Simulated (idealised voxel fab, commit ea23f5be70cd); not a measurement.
Title: Process Module voxel ribs on slabs
We display cut, a cross-section 140 nm in width whose square cells are each 5 nm.
If you're reading a cross-section in this doc, picture square cells in a grid; it comes to you as bands, top ones listed first down to the bottom, and a band can be one or more rows of cells. Per band: top height and bottom height in nm, followed by the left-to-right materials and their widths in nm; "all across" marks a single material spanning edge to edge, "air" marks empty space. Heights from 0 (as-received wafer is one material below). Bottom band endless downward, as "0 -> down". The width entry "30..40" should be interpreted row by row: the top row of cells in the band takes the first number, the bottom row takes the second number, and the change between adjacent rows is uniform throughout. "same as before" for a step: no cell of the cross-section changed in that step. The entry "Fully sealed voids" lists the empty spaces that cover at least 8 cells and have no open path to the top. Each is written as width x height at distance, where the distance is measured from the left edge and all three values are in nm. That trailing text on a step's line, after the settings, is the simulator's own remark on the step. overlay nm, on a step with a mask: how far to the right of its planned place the mask lay; to the left if negative.

# Process steps (planned)
| 1 | op RECEIVE | material Si |
| 2 | op DIRECTIONAL_DEP | material SiO2 | thk nm 20 |
| 3 | op DIRECTIONAL_DEP | material polySi | thk nm 15 |
| 4 | op MASKED_ETCH | tone cover | mask id RIB | width nm 15 | etch materials polySi | depth nm 10 | overlay nm 0 |
| 5 | op MASKED_ETCH | tone cover | mask id SLAB | width nm 45 | etch materials polySi | depth nm 5 | overlay nm 0 |
| 6 | op FILL_DEP | material SiO2 | thk nm 20 |
| 7 | op CMP | height nm 50 |
| 8 | op DIRECTIONAL_DEP | material W | thk nm 5 |
| 9 | op DIRECTIONAL_DEP | material aC | thk nm 10 |
| 10 | op PATTERN | tone cover | mask id HEATER | material resist | width nm 25 | thk nm 30 | overlay nm 0 |
| 11 | op DIRECTIONAL_ETCH | etch materials aC | depth nm 10 |
| 12 | op STRIP | etch materials resist |
| 13 | op DIRECTIONAL_ETCH | etch materials W | depth nm 5 |
| 14 | op STRIP | etch materials aC |
| 15 | op CONFORMAL_DEP | material SiN | thk nm 5 |

# First wafer out of two, processed as planned

# Cross-section of the wafer at receipt, which is the condition after step 1
	0 -> down: Si all across
	Fully sealed voids: none

# Cross-section: wafer state after step 2
	20 -> 0: SiO2 all across
	Note: structure below 0 unchanged.

# Cross-section: wafer state after step 3
	35 -> 20: polySi all across
	Note: structure below 20 unchanged.

# Cross-section: wafer state after step 4
	35 -> 25: air=60 / polySi=15 / air=65
	Note: structure below 25 unchanged.

# Cross-section: wafer state after step 5
	35 -> 25: air=60 / polySi=15 / air=65
	25 -> 20: air=45 / polySi=45 / air=50
	Note: structure below 20 unchanged.

# Cross-section: wafer state after step 6
	55 -> 35: SiO2 all across
	35 -> 25: SiO2=60 / polySi=15 / SiO2=65
	25 -> 20: SiO2=45 / polySi=45 / SiO2=50
	Note: structure below 20 unchanged.

# Cross-section: wafer state after step 7
	50 -> 35: SiO2 all across
	Note: structure below 35 unchanged.

# Cross-section: wafer state after step 8
	55 -> 50: W all across
	Note: structure below 50 unchanged.

# Cross-section: wafer state after step 9
	65 -> 55: aC all across
	Note: structure below 55 unchanged.

# Cross-section: wafer state after step 10
	95 -> 65: air=55 / resist=25 / air=60
	Note: structure below 65 unchanged.

# Cross-section: wafer state after step 11
	85 -> 65: air=55 / resist=25 / air=60
	65 -> 55: air=55 / aC=25 / air=60
	Note: structure below 55 unchanged.

# Cross-section: wafer state after step 12
	65 -> 55: air=55 / aC=25 / air=60
	Note: structure below 55 unchanged.

# Cross-section: wafer state after step 13
	65 -> 55: air=55 / aC=25 / air=60
	55 -> 50: air=55 / W=25 / air=60
	Note: structure below 50 unchanged.

# Cross-section: wafer state after step 14
	55 -> 50: air=55 / W=25 / air=60
	Note: structure below 50 unchanged.

# Cross-section: wafer state after step 15
	60 -> 55: air=50 / SiN=35 / air=55
	55 -> 50: SiN=55 / W=25 / SiN=60
	Note: structure below 50 unchanged.

# Second wafer - shared start and plan with the first - one error in running - same as the first up to step 3 inclusive

# Second wafer, cut view, end of step 4 per plan
	35 -> 25: polySi=60 / air=15 / polySi=65
	Note: structure below 25 unchanged.

# Second wafer, cut view, end of step 5 per plan
	35 -> 30: air=45 / polySi=15 / air=15 / polySi=15 / air=50
	Note: structure below 30 unchanged.

# Second wafer, cut view, end of step 6 per plan
	55 -> 35: SiO2 all across
	35 -> 30: SiO2=45 / polySi=15 / SiO2=15 / polySi=15 / SiO2=50
	30 -> 25: polySi=60 / SiO2=15 / polySi=65
	Note: structure below 25 unchanged.

# Second wafer, cut view, end of step 7 per plan
	50 -> 35: SiO2 all across
	Note: structure below 35 unchanged.

# Second wafer, cut view, end of step 8 per plan
	55 -> 50: W all across
	Note: structure below 50 unchanged.

# Second wafer, cut view, end of step 9 per plan
	65 -> 55: aC all across
	Note: structure below 55 unchanged.

# Second wafer, cut view, end of step 10 per plan
	95 -> 65: air=55 / resist=25 / air=60
	Note: structure below 65 unchanged.

# Second wafer, cut view, end of step 11 per plan
	85 -> 65: air=55 / resist=25 / air=60
	65 -> 55: air=55 / aC=25 / air=60
	Note: structure below 55 unchanged.

# Second wafer, cut view, end of step 12 per plan
	65 -> 55: air=55 / aC=25 / air=60
	Note: structure below 55 unchanged.

# Second wafer, cut view, end of step 13 per plan
	65 -> 55: air=55 / aC=25 / air=60
	55 -> 50: air=55 / W=25 / air=60
	Note: structure below 50 unchanged.

# Second wafer, cut view, end of step 14 per plan
	55 -> 50: air=55 / W=25 / air=60
	Note: structure below 50 unchanged.

# Second wafer, cut view, end of step 15 per plan
	60 -> 55: air=50 / SiN=35 / air=55
	55 -> 50: SiN=55 / W=25 / SiN=60
	Note: structure below 50 unchanged.
Which mistake was made when the wafer was run? step 4 did not happen as planned, as run it was op MASKED_ETCH | tone open | mask id RIB | width nm 15 | etch materials polySi | depth nm 10 | overlay nm 0
The second wafer ends with more or fewer cells of some materials than the first, per final count: 44 fewer of SiO2, 44 more of polySi
